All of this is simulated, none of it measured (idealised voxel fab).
Process module in this document: voxel air gaps
This is section cut - it's 225 nm across, gridded in 5 nm square cells.
If you're reading a cross-section in this doc, picture square cells in a grid; it comes to you as bands, top ones listed first down to the bottom, and a band can be one or more rows of cells.
The band entry comprises the height of the band's top followed by the height of its bottom, expressed in nm, and subsequently the band's materials from left to right, each stated together with its width in nm. Where a single material is marked with the word "everywhere", that material fills the band from edge to edge. The word "blank" represents empty space.
Heads up on the height convention: 0 is the point under which the incoming wafer is all one material, and the lowest band has no bottom, it just keeps going down, like "from 0 down".
Note: "30 to 40" means the width goes from the first number (top row of the band) to the second number (bottom row) in equal steps per row of cells.
For the purposes of this document, the phrase "no change occurred" attached to a step denotes that no cell within the cross-section was modified by that step.
The list in "Enclosed void inventory" covers empty spaces of 8 cells or more that cannot reach the top through any open way, and it gives each as width x height at distance; the distance is from the left edge, and width, height and distance are in nm.
Note: text after step settings on the step line = simulator remark on that step.
Among the settings permitted on a step's line is "overlay nm"; applied to a step with a mask, it specifies the extent to which the mask lay to the right of its planned position, whereas a negative figure signifies a position to the left.
These are the steps we planned for the process
1. RECEIVE,material Si
2. CONFORMAL_DEP,material SiO2,thk nm 10
3. CONFORMAL_DEP,material SiCN,thk nm 5
4. DIRECTIONAL_DEP,material SiO2,thk nm 35
5. MASKED_ETCH,tone open,mask id LINES,width nm 15,pitch nm 40,etch materials SiO2,depth nm 35,overlay nm 0
6. CONFORMAL_DEP,material TiN,thk nm 5
7. FILL_DEP,material Cu,thk nm 5
8. CMP,height nm 50
9. EPI,material Ru,thk nm 10
10. SELECTIVE_ETCH,etch materials SiO2,depth nm 45
11. CONFORMAL_DEP,material SiCN,thk nm 5
Cross-section of the wafer upon arrival, representing the state reached after step 1
- from 0 down  Si everywhere
- Enclosed void inventory: none
Cross-sectional image of the first of two wafers at the end of the module, the run having proceeded as planned
- from 65 to 60  50 of blank | 125 of SiCN | 50 of blank
- from 60 to 50  50 of blank | 5 of SiCN | 35 of Ru | 5 of SiCN | 35 of Ru | 5 of SiCN | 35 of Ru | 5 of SiCN | 50 of blank
- from 50 to 45  50 of blank | 15 of SiCN | 5 of TiN | 5 of Cu | 5 of TiN | 25 of SiCN | 5 of TiN | 5 of Cu | 5 of TiN | 25 of SiCN | 5 of TiN | 5 of Cu | 5 of TiN | 15 of SiCN | 50 of blank
- from 45 to 20  60 of blank | 5 of SiCN | 5 of TiN | 5 of Cu | 5 of TiN | 5 of SiCN | 15 of blank | 5 of SiCN | 5 of TiN | 5 of Cu | 5 of TiN | 5 of SiCN | 15 of blank | 5 of SiCN | 5 of TiN | 5 of Cu | 5 of TiN | 5 of SiCN | 60 of blank
- from 20 to 15  65 of SiCN | 15 of TiN | 25 of SiCN | 15 of TiN | 25 of SiCN | 15 of TiN | 65 of SiCN
- from 15 to 10  SiCN everywhere
- from 10 to 0  SiO2 everywhere
- from 0 down  Si everywhere
- Enclosed void inventory: 15 x 25 at 85; 15 x 25 at 125
Second wafer of the two, sectioned at the end of the module. It began like the first and followed the same plan, but one mistake was made while running it
- from 65 to 60  SiCN everywhere
- from 60 to 50  Ru everywhere
- from 50 to 45  70 of TiN | 5 of Cu | 35 of TiN | 5 of Cu | 35 of TiN | 5 of Cu | 70 of TiN
- from 45 to 15  65 of SiO2 | 5 of TiN | 5 of Cu | 5 of TiN | 25 of SiO2 | 5 of TiN | 5 of Cu | 5 of TiN | 25 of SiO2 | 5 of TiN | 5 of Cu | 5 of TiN | 65 of SiO2
- from 15 to 10  65 of SiO2 | 15 of TiN | 25 of SiO2 | 15 of TiN | 25 of SiO2 | 15 of TiN | 65 of SiO2
- from 10 to 5  SiCN everywhere
- from 5 to 0  SiO2 everywhere
- from 0 down  Si everywhere
- Enclosed void inventory: none
Deviation noted in wafer processing: step 2 off recipe, ran as CONFORMAL_DEP,material SiO2,thk nm 5
Wrapping up, a cell-based count of both wafers puts the second over or under the first for these materials: Cu: 3 more, Ru: 48 more, SiCN: 70 fewer, SiO2: 207 more, TiN: 42 more
At process end, closed voids number 2 in the first wafer and 0 in the second wafer.
